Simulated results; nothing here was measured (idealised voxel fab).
Process module in this document: voxel tone inversion
The figure presents cross-section cut, which has a width of 190 nm and is divided into square cells with an edge length of 5 nm.
Reading order for cross-sections: top band down to bottom band. Underlying form: a grid of square cells. Band size: one or more rows of cells.
What a band's entry tells you: where the top is and where the bottom is, as heights in nm, and after that what lies inside, material by material from left to right, each with its width in nm. Empty space is written as the word "blank", and a single material marked with the word "edge to edge" occupies the band from edge to edge.
Beneath 0, the wafer as received is one material, and that level is where height counting begins. The lowest band goes on downward without a bottom; it is written like "0 down".
A two-number width, for instance "30 to 40", indicates that the width is equal to the first number in the top row of the band and to the second number in the bottom row, and that it changes by a constant amount per row of cells.
Where the words "no alteration" appear for a step, the cross-section shows no cell changed by that step; every cell remained as before.
Listed in "Voids, fully enclosed": every empty space of 8 or more cells without an open way to the top. Form: width x height at distance, the distance being from the left edge, all in nm.
after a step's settings: what the simulator itself notes on the step
overlay nm: where the mask lay relative to plan, measured to the right, on steps with a mask; negatives go left.
[Planned process steps]
1 RECEIVE | material Si
2 CONFORMAL_DEP | material SiN | thk nm 5
3 DIRECTIONAL_DEP | material aC | thk nm 20
4 PATTERN | tone cover | mask id POSTS | material resist | width nm 25 | pitch nm 50 | thk nm 30 | overlay nm 0
5 DIRECTIONAL_ETCH | etch materials aC | depth nm 20
6 STRIP | etch materials resist
7 FILL_DEP | material lowk | thk nm 10
8 CMP | height nm 25
9 STRIP | etch materials aC
10 CONFORMAL_DEP | material TiN | thk nm 5
11 FILL_DEP | material W | thk nm 10
12 CMP | height nm 25
13 CONFORMAL_DEP | material SiCN | thk nm 5
[Cross-section of the incoming wafer, state after step 1]
  0 down | Si edge to edge
  Voids, fully enclosed: none
[Look at the cross-section after the module: the wafer started out the way shown above and the plan was the one shown above, yet one mistake was made along the way]
  45 to 40 | SiCN edge to edge
  40 to 30 | W edge to edge
  30 to 25 | TiN 60, W 15, TiN 35, W 15, TiN 65
  25 to 10 | lowk 55, TiN 5, W 15, TiN 5, lowk 25, TiN 5, W 15, TiN 5, lowk 60
  10 to 5 | lowk 55, TiN 25, lowk 25, TiN 25, lowk 60
  5 to 0 | SiN edge to edge
  0 down | Si edge to edge
  Voids, fully enclosed: none
Nonconformance to the process plan: step 12 was left out
